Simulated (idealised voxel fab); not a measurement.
Process module in this document: voxel wiring stack
Cross-section cut spans 180 nm and uses square cells 5 nm in size.
When this document writes out a cross-section, it uses a grid of square cells and lists it as bands, beginning at the top and moving down, with a band standing for one or more rows of cells.
Per band: top height and bottom height in nm, followed by the left-to-right materials and their widths in nm; "edge to edge" marks a single material spanning edge to edge, "blank" marks empty space.
Measure heights from 0. That's the level where, below it, the as-received wafer is all one material. The lowest band is bottomless and extends downward; write it as in "0 -> down".
With a width like "30->40", each row of cells in the band differs from the next by the same amount, the top row carrying the first number and the bottom row the second.
Key: "nothing changed" - step with no changed cell in the cross-section.
If an empty space has no open way to the top and is at least 8 cells in size, "Fully sealed cavities" lists it, written width x height at distance, where distance is measured from the left edge and every value is in nm.
That trailing text on a step's line, after the settings, is the simulator's own remark on the step.
The "overlay nm" setting may appear on a step's line; for a step that uses a mask, it gives how far to the right of its planned position the mask lay, and a negative value indicates the left.
In what follows, pairs of cross-sections are presented, each taken before and after one process step, with the after cross-section shown only down to the lowest band that was altered; the step, together with its settings, is stated below the pair. The pairs may stem from different runs of this module on the same starting wafer; accordingly, a pair should be taken as continuing from the one above it solely where its entry headed "State on entry" indicates as much.

-- State on entry
    0 -> down: Si edge to edge
    Fully sealed cavities: none

-- As Processed
    10 -> 0: SiO2 edge to edge
    Anything lower than 0 is untouched.
    Fully sealed cavities: none
The process step bridging the two cross-sections above: CONFORMAL_DEP,material SiO2,thk nm 10

State on entry: = after-state of the pair above.

-- As Processed
    15 -> 10: SiN edge to edge
    Anything lower than 10 is untouched.
    Fully sealed cavities: none
The process step bridging the two cross-sections above: CONFORMAL_DEP,material SiN,thk nm 5

State on entry: = after-state of the pair above.

-- As Processed
    40 -> 15: SiO2 edge to edge
    Anything lower than 15 is untouched.
    Fully sealed cavities: none
The process step bridging the two cross-sections above: DIRECTIONAL_DEP,material SiO2,thk nm 25

State on entry: = after-state of the pair above.

-- As Processed
    60 -> 40: resist (45)  blank (30)  resist (30)  blank (30)  resist (45)
    Anything lower than 40 is untouched.
    Fully sealed cavities: none
The process step bridging the two cross-sections above: PATTERN,tone open,mask id METAL_1,material resist,width nm 30,pitch nm 60,thk nm 20,overlay nm 0

State on entry: = after-state of the pair above.

-- As Processed
    60 -> 40: resist (45)  blank (30)  resist (30)  blank (30)  resist (45)
    40 -> 15: SiO2 (45)  blank (30)  SiO2 (30)  blank (30)  SiO2 (45)
    Anything lower than 15 is untouched.
    Fully sealed cavities: none
The process step bridging the two cross-sections above: DIRECTIONAL_ETCH,etch materials SiO2,depth nm 25

State on entry: = after-state of the pair above.

-- As Processed
    60 -> 40: resist (45)  blank (30)  resist (30)  blank (30)  resist (45)
    40 -> 15: SiO2 (45)  blank (30)  SiO2 (30)  blank (30)  SiO2 (45)
    15 -> 10: SiN (45)  blank (30)  SiN (30)  blank (30)  SiN (45)
    Anything lower than 10 is untouched.
    Fully sealed cavities: none
The process step bridging the two cross-sections above: DIRECTIONAL_ETCH,etch materials SiN,depth nm 5

State on entry: = after-state of the pair above.

-- As Processed
    40 -> 15: SiO2 (45)  blank (30)  SiO2 (30)  blank (30)  SiO2 (45)
    Anything lower than 15 is untouched.
    Fully sealed cavities: none
The process step bridging the two cross-sections above: STRIP,etch materials resist

State on entry: = after-state of the pair above.

-- As Processed
    45 -> 40: TiN (50)  blank (20)  TiN (40)  blank (20)  TiN (50)
    40 -> 15: SiO2 (45)  TiN (5)  blank (20)  TiN (5)  SiO2 (30)  TiN (5)  blank (20)  TiN (5)  SiO2 (45)
    15 -> 10: SiN (45)  TiN (30)  SiN (30)  TiN (30)  SiN (45)
    Anything lower than 10 is untouched.
    Fully sealed cavities: none
The process step bridging the two cross-sections above: CONFORMAL_DEP,material TiN,thk nm 5

State on entry: = after-state of the pair above.

-- As Processed
    50 -> 45: W edge to edge
    45 -> 40: TiN (50)  W (20)  TiN (40)  W (20)  TiN (50)
    40 -> 15: SiO2 (45)  TiN (5)  W (20)  TiN (5)  SiO2 (30)  TiN (5)  W (20)  TiN (5)  SiO2 (45)
    Anything lower than 15 is untouched.
    Fully sealed cavities: none
The process step bridging the two cross-sections above: FILL_DEP,material W,thk nm 5

State on entry: = after-state of the pair above.

-- As Processed
    40 -> 15: SiO2 (45)  TiN (5)  W (20)  TiN (5)  SiO2 (30)  TiN (5)  W (20)  TiN (5)  SiO2 (45)
    Anything lower than 15 is untouched.
    Fully sealed cavities: none
The process step bridging the two cross-sections above: CMP,height nm 40

State on entry: = after-state of the pair above.

-- As Processed
    45 -> 40: SiCN edge to edge
    Anything lower than 40 is untouched.
    Fully sealed cavities: none
The process step bridging the two cross-sections above: CONFORMAL_DEP,material SiCN,thk nm 5

State on entry: = after-state of the pair above.

-- As Processed
    55 -> 45: SiO2 edge to edge
    Anything lower than 45 is untouched.
    Fully sealed cavities: none
The process step bridging the two cross-sections above: DIRECTIONAL_DEP,material SiO2,thk nm 10

State on entry: = after-state of the pair above.

-- As Processed
    55 -> 45: SiO2 (45)  blank (15)  SiO2 (120)
    Anything lower than 45 is untouched.
    Fully sealed cavities: none
The process step bridging the two cross-sections above: MASKED_ETCH,tone open,mask id PLUG_1,width nm 15,etch materials SiO2,depth nm 10,overlay nm 0

State on entry: = after-state of the pair above.

-- As Processed
    55 -> 45: SiO2 (45)  blank (15)  SiO2 (120)
    45 -> 40: SiCN (45)  blank (15)  SiCN (120)
    Anything lower than 40 is untouched.
    Fully sealed cavities: none
The process step bridging the two cross-sections above: MASKED_ETCH,tone open,mask id PLUG_1,width nm 15,etch materials SiCN,depth nm 5,overlay nm 0

State on entry: = after-state of the pair above.

-- As Processed
    60 -> 55: TiN (50)  blank (5)  TiN (125)
    55 -> 45: SiO2 (45)  TiN (5)  blank (5)  TiN (5)  SiO2 (120)
    45 -> 40: SiCN (45)  TiN (15)  SiCN (120)
    Anything lower than 40 is untouched.
    Fully sealed cavities: none
The process step bridging the two cross-sections above: CONFORMAL_DEP,material TiN,thk nm 5

State on entry: = after-state of the pair above.

-- As Processed
    65 -> 60: Cu edge to edge
    60 -> 55: TiN (50)  Cu (5)  TiN (125)
    55 -> 45: SiO2 (45)  TiN (5)  Cu (5)  TiN (5)  SiO2 (120)
    Anything lower than 45 is untouched.
    Fully sealed cavities: none
The process step bridging the two cross-sections above: FILL_DEP,material Cu,thk nm 5

State on entry: = after-state of the pair above.

-- As Processed
    55 -> 45: SiO2 (45)  TiN (5)  Cu (5)  TiN (5)  SiO2 (120)
    Anything lower than 45 is untouched.
    Fully sealed cavities: none
The process step bridging the two cross-sections above: CMP,height nm 55

State on entry: = after-state of the pair above.

-- As Processed
    60 -> 55: TiN edge to edge
    Anything lower than 55 is untouched.
    Fully sealed cavities: none
The process step bridging the two cross-sections above: DIRECTIONAL_DEP,material TiN,thk nm 5

State on entry: = after-state of the pair above.

-- As Processed
    85 -> 60: Ru edge to edge
    Anything lower than 60 is untouched.
    Fully sealed cavities: none
The process step bridging the two cross-sections above: DIRECTIONAL_DEP,material Ru,thk nm 25

State on entry: = after-state of the pair above.

-- As Processed
    100 -> 85: blank (45)  resist (30)  blank (30)  resist (30)  blank (45)
    Anything lower than 85 is untouched.
    Fully sealed cavities: none
The process step bridging the two cross-sections above: PATTERN,tone cover,mask id METAL_2,material resist,width nm 30,pitch nm 60,thk nm 15,overlay nm 0

State on entry: = after-state of the pair above.

-- As Processed
    100 -> 85: blank (45)  resist (30)  blank (30)  resist (30)  blank (45)
    85 -> 60: blank (45)  Ru (30)  blank (30)  Ru (30)  blank (45)
    Anything lower than 60 is untouched.
    Fully sealed cavities: none
The process step bridging the two cross-sections above: DIRECTIONAL_ETCH,etch materials Ru,depth nm 25

State on entry: = after-state of the pair above.

-- As Processed
    100 -> 85: blank (45)  resist (30)  blank (30)  resist (30)  blank (45)
    85 -> 60: blank (45)  Ru (30)  blank (30)  Ru (30)  blank (45)
    60 -> 55: blank (45)  TiN (30)  blank (30)  TiN (30)  blank (45)
    Anything lower than 55 is untouched.
    Fully sealed cavities: none
The process step bridging the two cross-sections above: DIRECTIONAL_ETCH,etch materials TiN,depth nm 5

State on entry: = after-state of the pair above.

-- As Processed
    85 -> 60: blank (45)  Ru (30)  blank (30)  Ru (30)  blank (45)
    Anything lower than 60 is untouched.
    Fully sealed cavities: none
The process step bridging the two cross-sections above: STRIP,etch materials resist

State on entry: = after-state of the pair above.

-- As Processed
    90 -> 85: blank (40)  SiCN (40)  blank (20)  SiCN (40)  blank (40)
    85 -> 60: blank (40)  SiCN (5)  Ru (30)  SiCN (5)  blank (20)  SiCN (5)  Ru (30)  SiCN (5)  blank (40)
    60 -> 55: SiCN (45)  TiN (30)  SiCN (30)  TiN (30)  SiCN (45)
    Anything lower than 55 is untouched.
    Fully sealed cavities: none
The process step bridging the two cross-sections above: CONFORMAL_DEP,material SiCN,thk nm 5

State on entry: = after-state of the pair above.

-- As Processed
    100 -> 90: SiO2 edge to edge
    90 -> 85: SiO2 (40)  SiCN (40)  SiO2 (20)  SiCN (40)  SiO2 (40)
    85 -> 60: SiO2 (40)  SiCN (5)  Ru (30)  SiCN (5)  SiO2 (20)  SiCN (5)  Ru (30)  SiCN (5)  SiO2 (40)
    Anything lower than 60 is untouched.
    Fully sealed cavities: none
The process step bridging the two cross-sections above: FILL_DEP,material SiO2,thk nm 10

State on entry: = after-state of the pair above.

-- As Processed
    85 -> 60: SiO2 (40)  SiCN (5)  Ru (30)  SiCN (5)  SiO2 (20)  SiCN (5)  Ru (30)  SiCN (5)  SiO2 (40)
    Anything lower than 60 is untouched.
    Fully sealed cavities: none
The process step bridging the two cross-sections above: CMP,height nm 85

State on entry: = after-state of the pair above.

-- As Processed
    90 -> 85: SiCN edge to edge
    Anything lower than 85 is untouched.
    Fully sealed cavities: none
The process step bridging the two cross-sections above: CONFORMAL_DEP,material SiCN,thk nm 5

State on entry: = after-state of the pair above.

-- As Processed
    120 -> 90: SiO2 edge to edge
    Anything lower than 90 is untouched.
    Fully sealed cavities: none
The process step bridging the two cross-sections above: DIRECTIONAL_DEP,material SiO2,thk nm 30

State on entry: = after-state of the pair above.

-- As Processed
    130 -> 120: aC edge to edge
    Anything lower than 120 is untouched.
    Fully sealed cavities: none
The process step bridging the two cross-sections above: DIRECTIONAL_DEP,material aC,thk nm 10

State on entry: = after-state of the pair above.

-- As Processed
    160 -> 130: resist (45)  blank (15)  resist (45)  blank (15)  resist (60)
    Anything lower than 130 is untouched.
    Fully sealed cavities: none
The process step bridging the two cross-sections above: PATTERN,tone open,mask id METAL_3_HOLES,material resist,width nm 15,pitch nm 60,thk nm 30,overlay nm 0

State on entry: = after-state of the pair above.

-- As Processed
    150 -> 130: resist (45)  blank (15)  resist (45)  blank (15)  resist (60)
    130 -> 120: aC (45)  blank (15)  aC (45)  blank (15)  aC (60)
    Anything lower than 120 is untouched.
    Fully sealed cavities: none
The process step bridging the two cross-sections above: DIRECTIONAL_ETCH,etch materials aC,depth nm 10

State on entry: = after-state of the pair above.

-- As Processed
    130 -> 120: aC (45)  blank (15)  aC (45)  blank (15)  aC (60)
    Anything lower than 120 is untouched.
    Fully sealed cavities: none
The process step bridging the two cross-sections above: STRIP,etch materials resist

State on entry: = after-state of the pair above.

-- As Processed
    130 -> 120: aC (45)  blank (15)  aC (45)  blank (15)  aC (60)
    120 -> 90: SiO2 (45)  blank (15)  SiO2 (45)  blank (15)  SiO2 (60)
    Anything lower than 90 is untouched.
    Fully sealed cavities: none
The process step bridging the two cross-sections above: DIRECTIONAL_ETCH,etch materials SiO2,depth nm 30

State on entry: = after-state of the pair above.

-- As Processed
    120 -> 90: SiO2 (45)  blank (15)  SiO2 (45)  blank (15)  SiO2 (60)
    Anything lower than 90 is untouched.
    Fully sealed cavities: none
The process step bridging the two cross-sections above: STRIP,etch materials aC

State on entry: = after-state of the pair above.

-- As Processed
    135 -> 120: resist (45)  blank (30)  resist (30)  blank (30)  resist (45)
    Anything lower than 120 is untouched.
    Fully sealed cavities: none
The process step bridging the two cross-sections above: PATTERN,tone open,mask id METAL_3,material resist,width nm 30,pitch nm 60,thk nm 15,overlay nm 0

State on entry: = after-state of the pair above.

-- As Processed
    135 -> 120: resist (45)  blank (30)  resist (30)  blank (30)  resist (45)
    120 -> 100: SiO2 (45)  blank (30)  SiO2 (30)  blank (30)  SiO2 (45)
    Anything lower than 100 is untouched.
    Fully sealed cavities: none
The process step bridging the two cross-sections above: DIRECTIONAL_ETCH,etch materials SiO2,depth nm 20

State on entry: = after-state of the pair above.

-- As Processed
    135 -> 120: resist (45)  blank (30)  resist (30)  blank (30)  resist (45)
    120 -> 100: SiO2 (45)  blank (30)  SiO2 (30)  blank (30)  SiO2 (45)
    100 -> 90: SiO2 (45)  blank (15)  SiO2 (45)  blank (15)  SiO2 (60)
    90 -> 85: SiCN (45)  blank (15)  SiCN (45)  blank (15)  SiCN (60)
    Anything lower than 85 is untouched.
    Fully sealed cavities: none
The process step bridging the two cross-sections above: DIRECTIONAL_ETCH,etch materials SiCN,depth nm 5

State on entry: = after-state of the pair above.

-- As Processed
    120 -> 100: SiO2 (45)  blank (30)  SiO2 (30)  blank (30)  SiO2 (45)
    Anything lower than 100 is untouched.
    Fully sealed cavities: none
The process step bridging the two cross-sections above: STRIP,etch materials resist

State on entry: = after-state of the pair above.

-- As Processed
    125 -> 120: TiN (50)  blank (20)  TiN (40)  blank (20)  TiN (50)
    120 -> 105: SiO2 (45)  TiN (5)  blank (20)  TiN (5)  SiO2 (30)  TiN (5)  blank (20)  TiN (5)  SiO2 (45)
    105 -> 100: SiO2 (45)  TiN (5)  blank (5)  TiN (20)  SiO2 (30)  TiN (5)  blank (5)  TiN (20)  SiO2 (45)
    100 -> 90: SiO2 (45)  TiN (5)  blank (5)  TiN (5)  SiO2 (45)  TiN (5)  blank (5)  TiN (5)  SiO2 (60)
    90 -> 85: SiCN (45)  TiN (15)  SiCN (45)  TiN (15)  SiCN (60)
    Anything lower than 85 is untouched.
    Fully sealed cavities: none
The process step bridging the two cross-sections above: CONFORMAL_DEP,material TiN,thk nm 5

State on entry: = after-state of the pair above.

-- As Processed
    135 -> 125: Cu edge to edge
    125 -> 120: TiN (50)  Cu (20)  TiN (40)  Cu (20)  TiN (50)
    120 -> 105: SiO2 (45)  TiN (5)  Cu (20)  TiN (5)  SiO2 (30)  TiN (5)  Cu (20)  TiN (5)  SiO2 (45)
    105 -> 100: SiO2 (45)  TiN (5)  Cu (5)  TiN (20)  SiO2 (30)  TiN (5)  Cu (5)  TiN (20)  SiO2 (45)
    100 -> 90: SiO2 (45)  TiN (5)  Cu (5)  TiN (5)  SiO2 (45)  TiN (5)  Cu (5)  TiN (5)  SiO2 (60)
    Anything lower than 90 is untouched.
    Fully sealed cavities: none
The process step bridging the two cross-sections above: FILL_DEP,material Cu,thk nm 10

State on entry: = after-state of the pair above.

-- As Processed
    120 -> 105: SiO2 (45)  TiN (5)  Cu (20)  TiN (5)  SiO2 (30)  TiN (5)  Cu (20)  TiN (5)  SiO2 (45)
    Anything lower than 105 is untouched.
    Fully sealed cavities: none
The process step bridging the two cross-sections above: CMP,height nm 120

State on entry: = after-state of the pair above.

-- As Processed
    125 -> 120: SiN edge to edge
    Anything lower than 120 is untouched.
    Fully sealed cavities: none
The process step bridging the two cross-sections above: CONFORMAL_DEP,material SiN,thk nm 5

-- State on entry
    135 -> 125: Cu edge to edge
    125 -> 120: TiN (50)  Cu (20)  TiN (40)  Cu (20)  TiN (50)
    120 -> 105: SiO2 (45)  TiN (5)  Cu (20)  TiN (5)  SiO2 (30)  TiN (5)  Cu (20)  TiN (5)  SiO2 (45)
    105 -> 100: SiO2 (45)  TiN (5)  Cu (5)  TiN (20)  SiO2 (30)  TiN (5)  Cu (5)  TiN (20)  SiO2 (45)
    100 -> 90: SiO2 (45)  TiN (5)  Cu (5)  TiN (5)  SiO2 (45)  TiN (5)  Cu (5)  TiN (5)  SiO2 (60)
    90 -> 85: SiCN (45)  TiN (15)  SiCN (45)  TiN (15)  SiCN (60)
    85 -> 60: SiO2 (40)  SiCN (5)  Ru (30)  SiCN (5)  SiO2 (20)  SiCN (5)  Ru (30)  SiCN (5)  SiO2 (40)
    60 -> 55: SiCN (45)  TiN (30)  SiCN (30)  TiN (30)  SiCN (45)
    55 -> 45: SiO2 (45)  TiN (5)  Cu (5)  TiN (5)  SiO2 (120)
    45 -> 40: SiCN (45)  TiN (15)  SiCN (120)
    40 -> 15: SiO2 (45)  TiN (5)  W (20)  TiN (5)  SiO2 (30)  TiN (5)  W (20)  TiN (5)  SiO2 (45)
    15 -> 10: SiN (45)  TiN (30)  SiN (30)  TiN (30)  SiN (45)
    10 -> 0: SiO2 edge to edge
    0 -> down: Si edge to edge
    Fully sealed cavities: none

-- As Processed
    140 -> 135: SiN edge to edge
    Anything lower than 135 is untouched.
    Fully sealed cavities: none
The process step bridging the two cross-sections above: CONFORMAL_DEP,material SiN,thk nm 5

-- State on entry
    120 -> 90: SiO2 edge to edge
    90 -> 85: SiCN edge to edge
    85 -> 60: SiO2 (40)  SiCN (5)  Ru (30)  SiCN (5)  SiO2 (20)  SiCN (5)  Ru (30)  SiCN (5)  SiO2 (40)
    60 -> 55: SiCN (45)  TiN (30)  SiCN (30)  TiN (30)  SiCN (45)
    55 -> 45: SiO2 (45)  TiN (5)  Cu (5)  TiN (5)  SiO2 (120)
    45 -> 40: SiCN (45)  TiN (15)  SiCN (120)
    40 -> 15: SiO2 (45)  TiN (5)  W (20)  TiN (5)  SiO2 (30)  TiN (5)  W (20)  TiN (5)  SiO2 (45)
    15 -> 10: SiN (45)  TiN (30)  SiN (30)  TiN (30)  SiN (45)
    10 -> 0: SiO2 edge to edge
    0 -> down: Si edge to edge
    Fully sealed cavities: none

-- As Processed
    150 -> 90: SiO2 edge to edge
    Anything lower than 90 is untouched.
    Fully sealed cavities: none
The process step bridging the two cross-sections above: DIRECTIONAL_DEP,material SiO2,thk nm 30

State on entry: = after-state of the pair above.

-- As Processed
    160 -> 150: aC edge to edge
    Anything lower than 150 is untouched.
    Fully sealed cavities: none
The process step bridging the two cross-sections above: DIRECTIONAL_DEP,material aC,thk nm 10

State on entry: = after-state of the pair above.

-- As Processed
    190 -> 160: resist (45)  blank (15)  resist (45)  blank (15)  resist (60)
    Anything lower than 160 is untouched.
    Fully sealed cavities: none
The process step bridging the two cross-sections above: PATTERN,tone open,mask id METAL_3_HOLES,material resist,width nm 15,pitch nm 60,thk nm 30,overlay nm 0

State on entry: = after-state of the pair above.

-- As Processed
    180 -> 160: resist (45)  blank (15)  resist (45)  blank (15)  resist (60)
    160 -> 150: aC (45)  blank (15)  aC (45)  blank (15)  aC (60)
    Anything lower than 150 is untouched.
    Fully sealed cavities: none
The process step bridging the two cross-sections above: DIRECTIONAL_ETCH,etch materials aC,depth nm 10

State on entry: = after-state of the pair above.

-- As Processed
    160 -> 150: aC (45)  blank (15)  aC (45)  blank (15)  aC (60)
    Anything lower than 150 is untouched.
    Fully sealed cavities: none
The process step bridging the two cross-sections above: STRIP,etch materials resist

State on entry: = after-state of the pair above.

-- As Processed
    160 -> 150: aC (45)  blank (15)  aC (45)  blank (15)  aC (60)
    150 -> 120: SiO2 (45)  blank (15)  SiO2 (45)  blank (15)  SiO2 (60)
    Anything lower than 120 is untouched.
    Fully sealed cavities: none
The process step bridging the two cross-sections above: DIRECTIONAL_ETCH,etch materials SiO2,depth nm 30

State on entry: = after-state of the pair above.

-- As Processed
    150 -> 120: SiO2 (45)  blank (15)  SiO2 (45)  blank (15)  SiO2 (60)
    Anything lower than 120 is untouched.
    Fully sealed cavities: none
The process step bridging the two cross-sections above: STRIP,etch materials aC

State on entry: = after-state of the pair above.

-- As Processed
    165 -> 150: resist (45)  blank (30)  resist (30)  blank (30)  resist (45)
    Anything lower than 150 is untouched.
    Fully sealed cavities: none
The process step bridging the two cross-sections above: PATTERN,tone open,mask id METAL_3,material resist,width nm 30,pitch nm 60,thk nm 15,overlay nm 0

State on entry: = after-state of the pair above.

-- As Processed
    165 -> 150: resist (45)  blank (30)  resist (30)  blank (30)  resist (45)
    150 -> 130: SiO2 (45)  blank (30)  SiO2 (30)  blank (30)  SiO2 (45)
    130 -> 100: SiO2 (45)  blank (15)  SiO2 (45)  blank (15)  SiO2 (60)
    Anything lower than 100 is untouched.
    Fully sealed cavities: none
The process step bridging the two cross-sections above: DIRECTIONAL_ETCH,etch materials SiO2,depth nm 20

State on entry: = after-state of the pair above.

-- As Processed
    150 -> 130: SiO2 (45)  blank (30)  SiO2 (30)  blank (30)  SiO2 (45)
    Anything lower than 130 is untouched.
    Fully sealed cavities: none
The process step bridging the two cross-sections above: STRIP,etch materials resist

State on entry: = after-state of the pair above.

-- As Processed
    155 -> 150: TiN (50)  blank (20)  TiN (40)  blank (20)  TiN (50)
    150 -> 135: SiO2 (45)  TiN (5)  blank (20)  TiN (5)  SiO2 (30)  TiN (5)  blank (20)  TiN (5)  SiO2 (45)
    135 -> 130: SiO2 (45)  TiN (5)  blank (5)  TiN (20)  SiO2 (30)  TiN (5)  blank (5)  TiN (20)  SiO2 (45)
    130 -> 105: SiO2 (45)  TiN (5)  blank (5)  TiN (5)  SiO2 (45)  TiN (5)  blank (5)  TiN (5)  SiO2 (60)
    105 -> 100: SiO2 (45)  TiN (15)  SiO2 (45)  TiN (15)  SiO2 (60)
    Anything lower than 100 is untouched.
    Fully sealed cavities: none
The process step bridging the two cross-sections above: CONFORMAL_DEP,material TiN,thk nm 5

State on entry: = after-state of the pair above.

-- As Processed
    165 -> 155: Cu edge to edge
    155 -> 150: TiN (50)  Cu (20)  TiN (40)  Cu (20)  TiN (50)
    150 -> 135: SiO2 (45)  TiN (5)  Cu (20)  TiN (5)  SiO2 (30)  TiN (5)  Cu (20)  TiN (5)  SiO2 (45)
    135 -> 130: SiO2 (45)  TiN (5)  Cu (5)  TiN (20)  SiO2 (30)  TiN (5)  Cu (5)  TiN (20)  SiO2 (45)
    130 -> 105: SiO2 (45)  TiN (5)  Cu (5)  TiN (5)  SiO2 (45)  TiN (5)  Cu (5)  TiN (5)  SiO2 (60)
    Anything lower than 105 is untouched.
    Fully sealed cavities: none
The process step bridging the two cross-sections above: FILL_DEP,material Cu,thk nm 10

State on entry: = after-state of the pair above.

-- As Processed
    120 -> 105: SiO2 (45)  TiN (5)  Cu (5)  TiN (5)  SiO2 (45)  TiN (5)  Cu (5)  TiN (5)  SiO2 (60)
    Anything lower than 105 is untouched.
    Fully sealed cavities: none
The process step bridging the two cross-sections above: CMP,height nm 120

State on entry: = after-state of the pair above.

-- As Processed
    125 -> 120: SiN edge to edge
    Anything lower than 120 is untouched.
    Fully sealed cavities: none
The process step bridging the two cross-sections above: CONFORMAL_DEP,material SiN,thk nm 5

-- State on entry
    0 -> down: Si edge to edge
    Fully sealed cavities: none

-- As Processed
    5 -> 0: SiN edge to edge
    Anything lower than 0 is untouched.
    Fully sealed cavities: none
The process step bridging the two cross-sections above: CONFORMAL_DEP,material SiN,thk nm 5

State on entry: = after-state of the pair above.

-- As Processed
    15 -> 5: SiO2 edge to edge
    Anything lower than 5 is untouched.
    Fully sealed cavities: none
The process step bridging the two cross-sections above: CONFORMAL_DEP,material SiO2,thk nm 10

State on entry: = after-state of the pair above.

-- As Processed
    40 -> 5: SiO2 edge to edge
    Anything lower than 5 is untouched.
    Fully sealed cavities: none
The process step bridging the two cross-sections above: DIRECTIONAL_DEP,material SiO2,thk nm 25

State on entry: = after-state of the pair above.

-- As Processed
    60 -> 40: resist (45)  blank (30)  resist (30)  blank (30)  resist (45)
    Anything lower than 40 is untouched.
    Fully sealed cavities: none
The process step bridging the two cross-sections above: PATTERN,tone open,mask id METAL_1,material resist,width nm 30,pitch nm 60,thk nm 20,overlay nm 0

State on entry: = after-state of the pair above.

-- As Processed
    60 -> 40: resist (45)  blank (30)  resist (30)  blank (30)  resist (45)
    40 -> 15: SiO2 (45)  blank (30)  SiO2 (30)  blank (30)  SiO2 (45)
    Anything lower than 15 is untouched.
    Fully sealed cavities: none
The process step bridging the two cross-sections above: DIRECTIONAL_ETCH,etch materials SiO2,depth nm 25

State on entry: = after-state of the pair above.

-- As Processed
    40 -> 15: SiO2 (45)  blank (30)  SiO2 (30)  blank (30)  SiO2 (45)
    Anything lower than 15 is untouched.
    Fully sealed cavities: none
The process step bridging the two cross-sections above: STRIP,etch materials resist

State on entry: = after-state of the pair above.

-- As Processed
    45 -> 40: TiN (50)  blank (20)  TiN (40)  blank (20)  TiN (50)
    40 -> 20: SiO2 (45)  TiN (5)  blank (20)  TiN (5)  SiO2 (30)  TiN (5)  blank (20)  TiN (5)  SiO2 (45)
    20 -> 15: SiO2 (45)  TiN (30)  SiO2 (30)  TiN (30)  SiO2 (45)
    Anything lower than 15 is untouched.
    Fully sealed cavities: none
The process step bridging the two cross-sections above: CONFORMAL_DEP,material TiN,thk nm 5

State on entry: = after-state of the pair above.

-- As Processed
    50 -> 45: W edge to edge
    45 -> 40: TiN (50)  W (20)  TiN (40)  W (20)  TiN (50)
    40 -> 20: SiO2 (45)  TiN (5)  W (20)  TiN (5)  SiO2 (30)  TiN (5)  W (20)  TiN (5)  SiO2 (45)
    Anything lower than 20 is untouched.
    Fully sealed cavities: none
The process step bridging the two cross-sections above: FILL_DEP,material W,thk nm 5

State on entry: = after-state of the pair above.

-- As Processed
    40 -> 20: SiO2 (45)  TiN (5)  W (20)  TiN (5)  SiO2 (30)  TiN (5)  W (20)  TiN (5)  SiO2 (45)
    Anything lower than 20 is untouched.
    Fully sealed cavities: none
The process step bridging the two cross-sections above: CMP,height nm 40

State on entry: = after-state of the pair above.

-- As Processed
    45 -> 40: SiCN edge to edge
    Anything lower than 40 is untouched.
    Fully sealed cavities: none
The process step bridging the two cross-sections above: CONFORMAL_DEP,material SiCN,thk nm 5

State on entry: = after-state of the pair above.

-- As Processed
    55 -> 45: SiO2 edge to edge
    Anything lower than 45 is untouched.
    Fully sealed cavities: none
The process step bridging the two cross-sections above: DIRECTIONAL_DEP,material SiO2,thk nm 10

State on entry: = after-state of the pair above.

-- As Processed
    55 -> 45: SiO2 (45)  blank (15)  SiO2 (120)
    Anything lower than 45 is untouched.
    Fully sealed cavities: none
The process step bridging the two cross-sections above: MASKED_ETCH,tone open,mask id PLUG_1,width nm 15,etch materials SiO2,depth nm 10,overlay nm 0

State on entry: = after-state of the pair above.

-- As Processed
    55 -> 45: SiO2 (45)  blank (15)  SiO2 (120)
    45 -> 40: SiCN (45)  blank (15)  SiCN (120)
    Anything lower than 40 is untouched.
    Fully sealed cavities: none
The process step bridging the two cross-sections above: MASKED_ETCH,tone open,mask id PLUG_1,width nm 15,etch materials SiCN,depth nm 5,overlay nm 0

State on entry: = after-state of the pair above.

-- As Processed
    60 -> 55: TiN (50)  blank (5)  TiN (125)
    55 -> 45: SiO2 (45)  TiN (5)  blank (5)  TiN (5)  SiO2 (120)
    45 -> 40: SiCN (45)  TiN (15)  SiCN (120)
    Anything lower than 40 is untouched.
    Fully sealed cavities: none
The process step bridging the two cross-sections above: CONFORMAL_DEP,material TiN,thk nm 5

State on entry: = after-state of the pair above.

-- As Processed
    65 -> 60: Cu edge to edge
    60 -> 55: TiN (50)  Cu (5)  TiN (125)
    55 -> 45: SiO2 (45)  TiN (5)  Cu (5)  TiN (5)  SiO2 (120)
    Anything lower than 45 is untouched.
    Fully sealed cavities: none
The process step bridging the two cross-sections above: FILL_DEP,material Cu,thk nm 5

State on entry: = after-state of the pair above.

-- As Processed
    55 -> 45: SiO2 (45)  TiN (5)  Cu (5)  TiN (5)  SiO2 (120)
    Anything lower than 45 is untouched.
    Fully sealed cavities: none
The process step bridging the two cross-sections above: CMP,height nm 55

State on entry: = after-state of the pair above.

-- As Processed
    60 -> 55: TiN edge to edge
    Anything lower than 55 is untouched.
    Fully sealed cavities: none
The process step bridging the two cross-sections above: DIRECTIONAL_DEP,material TiN,thk nm 5

State on entry: = after-state of the pair above.

-- As Processed
    85 -> 60: Ru edge to edge
    Anything lower than 60 is untouched.
    Fully sealed cavities: none
The process step bridging the two cross-sections above: DIRECTIONAL_DEP,material Ru,thk nm 25

State on entry: = after-state of the pair above.

-- As Processed
    100 -> 85: blank (45)  resist (30)  blank (30)  resist (30)  blank (45)
    Anything lower than 85 is untouched.
    Fully sealed cavities: none
The process step bridging the two cross-sections above: PATTERN,tone cover,mask id METAL_2,material resist,width nm 30,pitch nm 60,thk nm 15,overlay nm 0

State on entry: = after-state of the pair above.

-- As Processed
    100 -> 85: blank (45)  resist (30)  blank (30)  resist (30)  blank (45)
    85 -> 60: blank (45)  Ru (30)  blank (30)  Ru (30)  blank (45)
    Anything lower than 60 is untouched.
    Fully sealed cavities: none
The process step bridging the two cross-sections above: DIRECTIONAL_ETCH,etch materials Ru,depth nm 25

State on entry: = after-state of the pair above.

-- As Processed
    100 -> 85: blank (45)  resist (30)  blank (30)  resist (30)  blank (45)
    85 -> 60: blank (45)  Ru (30)  blank (30)  Ru (30)  blank (45)
    60 -> 55: blank (45)  TiN (30)  blank (30)  TiN (30)  blank (45)
    Anything lower than 55 is untouched.
    Fully sealed cavities: none
The process step bridging the two cross-sections above: DIRECTIONAL_ETCH,etch materials TiN,depth nm 5

State on entry: = after-state of the pair above.

-- As Processed
    85 -> 60: blank (45)  Ru (30)  blank (30)  Ru (30)  blank (45)
    Anything lower than 60 is untouched.
    Fully sealed cavities: none
The process step bridging the two cross-sections above: STRIP,etch materials resist

State on entry: = after-state of the pair above.

-- As Processed
    90 -> 85: blank (40)  SiCN (40)  blank (20)  SiCN (40)  blank (40)
    85 -> 60: blank (40)  SiCN (5)  Ru (30)  SiCN (5)  blank (20)  SiCN (5)  Ru (30)  SiCN (5)  blank (40)
    60 -> 55: SiCN (45)  TiN (30)  SiCN (30)  TiN (30)  SiCN (45)
    Anything lower than 55 is untouched.
    Fully sealed cavities: none
The process step bridging the two cross-sections above: CONFORMAL_DEP,material SiCN,thk nm 5
